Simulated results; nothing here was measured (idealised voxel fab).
process module | voxel double patterning
cross-section cut | 295 nm wide | cells 5 nm
A cross-section is a grid of square cells, given in bands from the top down. A band is one or more rows of cells.
Each band's line starts with the height of the band's top and of its bottom, in nm. Then come its materials from left to right, each with its width in nm. One material with "throughout" fills the band from edge to edge. "air" is empty space.
Height 0 is the level under which the wafer as received is all one material. The lowest band goes on downwards, as in "0 down".
A width such as "30 to 40" changes by the same amount from each row of cells to the next, from the band's top row to its bottom row.
"no change" after a step means that no cell of the cross-section changed.
closed voids: empty space of 8 cells or more with no open way to the top, each as width x height at its distance from the left edge, in nm
after a step's settings: what the simulator itself notes on the step
overlay nm, on a step with a mask: how far to the right of its planned place the mask lay; to the left if negative
plan
1 op RECEIVE | material Si
2 op CONFORMAL_DEP | material SiO2 | thk nm 5
3 op DIRECTIONAL_DEP | material W | thk nm 20
4 op DIRECTIONAL_DEP | material SiN | thk nm 10
5 op MASKED_ETCH | tone open | mask id FIRST | width nm 15 | pitch nm 50 | etch materials SiN | depth nm 10 | overlay nm 0
6 op DIRECTIONAL_DEP | material aC | thk nm 10
7 op PATTERN | tone open | mask id SECOND | material resist | width nm 15 | pitch nm 50 | thk nm 30 | overlay nm 0
8 op DIRECTIONAL_ETCH | etch materials aC | depth nm 10
9 op STRIP | etch materials resist
10 op DIRECTIONAL_ETCH | etch materials SiN | depth nm 10
11 op STRIP | etch materials aC
12 op DIRECTIONAL_ETCH | etch materials W | depth nm 20
13 op STRIP | etch materials SiN
as received, after step 1
  0 down: Si throughout
  closed voids: none
a wafer at the end: this start, this plan, one mistake
  45 to 25: W 90 | air 15 | W 10 | air 15 | W 10 | air 15 | W 10 | air 15 | W 10 | air 15 | W 90
  25 to 5: W throughout
  5 to 0: SiO2 throughout
  0 down: Si throughout
  closed voids: none
what went wrong: step 3 was run twice
